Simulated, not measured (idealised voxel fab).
Process module, titled voxel air gaps
Cross-section cut: width 140 nm, square cells of 5 nm.
A cross-section in this document is a grid of square cells, and it is written down as bands, the top band listed before the ones below it; a band is made up of one or more rows of cells.
Heights first: top, then bottom, in nm. Then materials, left to right, each with a width in nm. "throughout" on a single material: fills the band edge to edge. "blank": empty space.
Below 0: as-received wafer, all one material; heights counted from there. Lowest band: no bottom, goes on down, written "0..down".
You'd read "30..40" like this: the band's top row of cells is as wide as the first number, its bottom row is as wide as the second, and going down, every row changes width by the same amount as the row before did.
A step reported as "all unchanged" is a step in which no cell of the cross-section changed.
Enclosed voids (no open way to top), threshold 8 cells or more, entry "Sealed voids", notation width x height at distance, distance from left edge, nm.
If you see something after the settings on a step's line, that's the simulator's own remark about that step.
When a step includes a mask, the "overlay nm" setting on its line states how far to the right of its planned place that mask lay, and negative values state how far to the left.

List of planned process steps:
1 RECEIVE (material Si)
2 CONFORMAL_DEP (material SiO2; thk nm 15)
3 CONFORMAL_DEP (material SiN; thk nm 5)
4 DIRECTIONAL_DEP (material SiO2; thk nm 40)
5 DIRECTIONAL_DEP (material aC; thk nm 10)
6 PATTERN (tone open; mask id LINES; material resist; width nm 15; pitch nm 40; thk nm 25; overlay nm 0)
7 DIRECTIONAL_ETCH (etch materials aC; depth nm 10)
8 STRIP (etch materials resist)
9 DIRECTIONAL_ETCH (etch materials SiO2; depth nm 40)
10 STRIP (etch materials aC)
11 CONFORMAL_DEP (material TiN; thk nm 5)
12 FILL_DEP (material Ru; thk nm 5)
13 CMP (height nm 60)
14 EPI (material Ru; thk nm 10)
15 SELECTIVE_ETCH (etch materials SiO2; depth nm 50)
16 CONFORMAL_DEP (material SiCN; thk nm 5)

Step 1 complete: cross-section of the wafer as received:
> 0..down: Si throughout
> Sealed voids: none

Post-module cross-section of the first of two wafers (run per plan):
> 75..70: blank: 5 / SiCN: 125 / blank: 10
> 70..60: blank: 5 / SiCN: 5 / Ru: 35 / SiCN: 5 / Ru: 35 / SiCN: 5 / Ru: 35 / SiCN: 5 / blank: 10
> 60..55: blank: 5 / SiCN: 15 / TiN: 5 / Ru: 5 / TiN: 5 / SiCN: 25 / TiN: 5 / Ru: 5 / TiN: 5 / SiCN: 25 / TiN: 5 / Ru: 5 / TiN: 5 / SiCN: 15 / blank: 10
> 55..25: blank: 15 / SiCN: 5 / TiN: 5 / Ru: 5 / TiN: 5 / SiCN: 5 / blank: 15 / SiCN: 5 / TiN: 5 / Ru: 5 / TiN: 5 / SiCN: 5 / blank: 15 / SiCN: 5 / TiN: 5 / Ru: 5 / TiN: 5 / SiCN: 5 / blank: 20
> 25..20: SiCN: 20 / TiN: 15 / SiCN: 25 / TiN: 15 / SiCN: 25 / TiN: 15 / SiCN: 25
> 20..15: SiN throughout
> 15..0: SiO2 throughout
> 0..down: Si throughout
> Sealed voids: 15 x 30 at 40; 15 x 30 at 80

Cross-section, second wafer: same start as the first, same plan as the first, one mistake in running it; taken at the end of the module:
> 75..70: SiCN throughout
> 70..60: Ru throughout
> 60..25: Ru: 15 / TiN: 5 / SiO2: 15 / TiN: 5 / Ru: 15 / TiN: 5 / SiO2: 15 / TiN: 5 / Ru: 15 / TiN: 5 / SiO2: 15 / TiN: 5 / Ru: 20
> 25..20: TiN: 20 / SiO2: 15 / TiN: 25 / SiO2: 15 / TiN: 25 / SiO2: 15 / TiN: 25
> 20..15: SiN throughout
> 15..0: SiO2 throughout
> 0..down: Si throughout
> Sealed voids: none
Deviation from plan: it should be noted that step 6 was executed with settings other than those planned, the operation and settings actually applied being PATTERN (tone cover; mask id LINES; material resist; width nm 15; pitch nm 40; thk nm 25; overlay nm 0)
It is noted that, at the conclusion of processing, the second wafer exhibits a higher or lower cell count for certain materials relative to the first: Ru: 84 more | SiCN: 76 fewer | SiO2: 72 more | TiN: 10 more
On completion, 0 closed voids are found in the second wafer, whereas the first wafer has 2.
